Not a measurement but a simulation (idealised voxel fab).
Process module heading - voxel wiring stack
Section cut is 160 nm wide and gridded with 5 nm square cells.
Cross-section layout: square cells on a grid; listed as bands, top to bottom; a band spans one or more cell rows.
What a band's entry tells you: where the top is and where the bottom is, as heights in nm, and after that what lies inside, material by material from left to right, each with its width in nm. Empty space is written as the word "empty", and a single material marked with the word "throughout" occupies the band from edge to edge.
Heights are reckoned from 0. Under this level, the received wafer is all of one material. The bottommost band is open-ended downward, for example "0..down".
The two numbers in a width such as "30->40" mark its ends across the band: the first belongs to the top row of cells, the second to the bottom row, and from each row to the next the width moves by the same amount.
Reading "stayed the same" for a step: not a cell of the cross-section changed in it.
Reported under the label "Sealed void listing" are the empty spaces having no open way to the top and comprising 8 cells or more; the notation for each is width x height at distance, in which the distance is measured from the left edge and all three values are in nm.
What comes after the settings on a step's line is commentary from the simulator itself on that step.
The "overlay nm" setting may appear on a step's line; for a step that uses a mask, it gives how far to the right of its planned position the mask lay, and a negative value indicates the left.
[Planned step list for the process]
1. RECEIVE (material Si)
2. CONFORMAL_DEP (material SiO2; thk nm 15)
3. DIRECTIONAL_DEP (material TiN; thk nm 5)
4. DIRECTIONAL_DEP (material W; thk nm 25)
5. PATTERN (tone cover; mask id METAL_1; material resist; width nm 20; pitch nm 40; thk nm 20; overlay nm 0)
6. DIRECTIONAL_ETCH (etch materials W; depth nm 25)
7. DIRECTIONAL_ETCH (etch materials TiN; depth nm 5)
8. STRIP (etch materials resist)
9. FILL_DEP (material lowk; thk nm 10)
10. CMP (height nm 45)
11. CONFORMAL_DEP (material SiCN; thk nm 5)
12. DIRECTIONAL_DEP (material lowk; thk nm 30)
13. DIRECTIONAL_DEP (material aC; thk nm 15)
14. PATTERN (tone open; mask id METAL_2; material resist; width nm 20; pitch nm 40; thk nm 30; overlay nm 0)
15. DIRECTIONAL_ETCH (etch materials aC; depth nm 15)
16. STRIP (etch materials resist)
17. DIRECTIONAL_ETCH (etch materials lowk; depth nm 15)
18. STRIP (etch materials aC)
19. MASKED_ETCH (tone open; mask id METAL_2_HOLES; width nm 15; pitch nm 40; etch materials lowk; depth nm 15; overlay nm 0)
20. MASKED_ETCH (tone open; mask id METAL_2_HOLES; width nm 15; pitch nm 40; etch materials SiCN; depth nm 5; overlay nm 0)
21. CONFORMAL_DEP (material TiN; thk nm 5)
22. FILL_DEP (material Cu; thk nm 10)
23. CMP (height nm 80)
24. CONFORMAL_DEP (material SiN; thk nm 5)
[Account of the first of two wafers, which was processed as intended]
[Step 1 complete: cross-section of the wafer as received]
* 0..down | Si throughout
* Sealed void listing: none
[Cross-section of the wafer after step 2]
* 15..0 | SiO2 throughout
* Below 0 it's all the same as before, nothing changed down there.
[Cross-section of the wafer after step 3]
* 20..15 | TiN throughout
* Below 15 it's all the same as before, nothing changed down there.
[Cross-section of the wafer after step 4]
* 45..20 | W throughout
* Below 20 it's all the same as before, nothing changed down there.
[Cross-section of the wafer after step 5]
* 65..45 | 50 empty  20 resist  20 empty  20 resist  50 empty
* Below 45 it's all the same as before, nothing changed down there.
[Cross-section of the wafer after step 6]
* 65..45 | 50 empty  20 resist  20 empty  20 resist  50 empty
* 45..20 | 50 empty  20 W  20 empty  20 W  50 empty
* Below 20 it's all the same as before, nothing changed down there.
[Cross-section of the wafer after step 7]
* 65..45 | 50 empty  20 resist  20 empty  20 resist  50 empty
* 45..20 | 50 empty  20 W  20 empty  20 W  50 empty
* 20..15 | 50 empty  20 TiN  20 empty  20 TiN  50 empty
* Below 15 it's all the same as before, nothing changed down there.
[Cross-section of the wafer after step 8]
* 45..20 | 50 empty  20 W  20 empty  20 W  50 empty
* Below 20 it's all the same as before, nothing changed down there.
[Cross-section of the wafer after step 9]
* 55..45 | lowk throughout
* 45..20 | 50 lowk  20 W  20 lowk  20 W  50 lowk
* 20..15 | 50 lowk  20 TiN  20 lowk  20 TiN  50 lowk
* Below 15 it's all the same as before, nothing changed down there.
[Cross-section of the wafer after step 10]
* 45..20 | 50 lowk  20 W  20 lowk  20 W  50 lowk
* Below 20 it's all the same as before, nothing changed down there.
[Cross-section of the wafer after step 11]
* 50..45 | SiCN throughout
* Below 45 it's all the same as before, nothing changed down there.
[Cross-section of the wafer after step 12]
* 80..50 | lowk throughout
* Below 50 it's all the same as before, nothing changed down there.
[Cross-section of the wafer after step 13]
* 95..80 | aC throughout
* Below 80 it's all the same as before, nothing changed down there.
[Cross-section of the wafer after step 14]
* 125..95 | 50 resist  20 empty  20 resist  20 empty  50 resist
* Below 95 it's all the same as before, nothing changed down there.
[Cross-section of the wafer after step 15]
* 110..95 | 50 resist  20 empty  20 resist  20 empty  50 resist
* 95..80 | 50 aC  20 empty  20 aC  20 empty  50 aC
* Below 80 it's all the same as before, nothing changed down there.
[Cross-section of the wafer after step 16]
* 95..80 | 50 aC  20 empty  20 aC  20 empty  50 aC
* Below 80 it's all the same as before, nothing changed down there.
[Cross-section of the wafer after step 17]
* 95..80 | 50 aC  20 empty  20 aC  20 empty  50 aC
* 80..65 | 50 lowk  20 empty  20 lowk  20 empty  50 lowk
* Below 65 it's all the same as before, nothing changed down there.
[Cross-section of the wafer after step 18]
* 80..65 | 50 lowk  20 empty  20 lowk  20 empty  50 lowk
* Below 65 it's all the same as before, nothing changed down there.
[Cross-section of the wafer after step 19]
* 80..65 | 50 lowk  20 empty  20 lowk  20 empty  50 lowk
* 65..50 | 50 lowk  15 empty  25 lowk  15 empty  55 lowk
* Below 50 it's all the same as before, nothing changed down there.
[Cross-section of the wafer after step 20]
* 80..65 | 50 lowk  20 empty  20 lowk  20 empty  50 lowk
* 65..50 | 50 lowk  15 empty  25 lowk  15 empty  55 lowk
* 50..45 | 50 SiCN  15 empty  25 SiCN  15 empty  55 SiCN
* Below 45 it's all the same as before, nothing changed down there.
[Cross-section of the wafer after step 21]
* 85..80 | 55 TiN  10 empty  30 TiN  10 empty  55 TiN
* 80..70 | 50 lowk  5 TiN  10 empty  5 TiN  20 lowk  5 TiN  10 empty  5 TiN  50 lowk
* 70..65 | 50 lowk  5 TiN  5 empty  10 TiN  20 lowk  5 TiN  5 empty  10 TiN  50 lowk
* 65..50 | 50 lowk  5 TiN  5 empty  5 TiN  25 lowk  5 TiN  5 empty  5 TiN  55 lowk
* 50..45 | 50 SiCN  15 TiN  25 SiCN  15 TiN  55 SiCN
* Below 45 it's all the same as before, nothing changed down there.
[Cross-section of the wafer after step 22]
* 95..85 | Cu throughout
* 85..80 | 55 TiN  10 Cu  30 TiN  10 Cu  55 TiN
* 80..70 | 50 lowk  5 TiN  10 Cu  5 TiN  20 lowk  5 TiN  10 Cu  5 TiN  50 lowk
* 70..65 | 50 lowk  5 TiN  5 Cu  10 TiN  20 lowk  5 TiN  5 Cu  10 TiN  50 lowk
* 65..50 | 50 lowk  5 TiN  5 Cu  5 TiN  25 lowk  5 TiN  5 Cu  5 TiN  55 lowk
* Below 50 it's all the same as before, nothing changed down there.
[Cross-section of the wafer after step 23]
* 80..70 | 50 lowk  5 TiN  10 Cu  5 TiN  20 lowk  5 TiN  10 Cu  5 TiN  50 lowk
* Below 70 it's all the same as before, nothing changed down there.
[Cross-section of the wafer after step 24]
* 85..80 | SiN throughout
* Below 80 it's all the same as before, nothing changed down there.
[Second wafer - shared start and plan with the first - one error in running - same as the first up to step 18 inclusive]
[Cross-section of the second wafer when, according to plan, step 19 should have finished]
* 80..65 | 40 lowk  30 empty  10 lowk  30 empty  50 lowk
* 65..50 | 50 lowk  5 empty  35 lowk  5 empty  65 lowk
* Below 50 it's all the same as before, nothing changed down there.
[Cross-section of the second wafer when, according to plan, step 20 should have finished]
* 80..65 | 40 lowk  30 empty  10 lowk  30 empty  50 lowk
* 65..50 | 50 lowk  5 empty  35 lowk  5 empty  65 lowk
* 50..45 | 50 SiCN  5 empty  35 SiCN  5 empty  65 SiCN
* Below 45 it's all the same as before, nothing changed down there.
[Cross-section of the second wafer when, according to plan, step 21 should have finished]
* 85..80 | 45 TiN  20 empty  20 TiN  20 empty  55 TiN
* 80..70 | 40 lowk  5 TiN  20 empty  5 TiN  10 lowk  5 TiN  20 empty  5 TiN  50 lowk
* 70..65 | 40 lowk  30 TiN  10 lowk  30 TiN  50 lowk
* 65..50 | 50 lowk  5 TiN  35 lowk  5 TiN  65 lowk
* 50..45 | 50 SiCN  5 TiN  35 SiCN  5 TiN  65 SiCN
* Below 45 it's all the same as before, nothing changed down there.
[Cross-section of the second wafer when, according to plan, step 22 should have finished]
* 95..85 | Cu throughout
* 85..80 | 45 TiN  20 Cu  20 TiN  20 Cu  55 TiN
* 80..70 | 40 lowk  5 TiN  20 Cu  5 TiN  10 lowk  5 TiN  20 Cu  5 TiN  50 lowk
* Below 70 it's all the same as before, nothing changed down there.
[Cross-section of the second wafer when, according to plan, step 23 should have finished]
* 80..70 | 40 lowk  5 TiN  20 Cu  5 TiN  10 lowk  5 TiN  20 Cu  5 TiN  50 lowk
* Below 70 it's all the same as before, nothing changed down there.
[Cross-section of the second wafer when, according to plan, step 24 should have finished]
* 85..80 | SiN throughout
* Below 80 it's all the same as before, nothing changed down there.
what went wrong: step 19 was processed under conditions differing from the plan, specifically as MASKED_ETCH (tone open; mask id METAL_2_HOLES; width nm 15; pitch nm 40; etch materials lowk; depth nm 15; overlay nm -10)
The second wafer ends with more or fewer cells of some materials than the first, per final count: 4 more of SiCN, 4 fewer of TiN
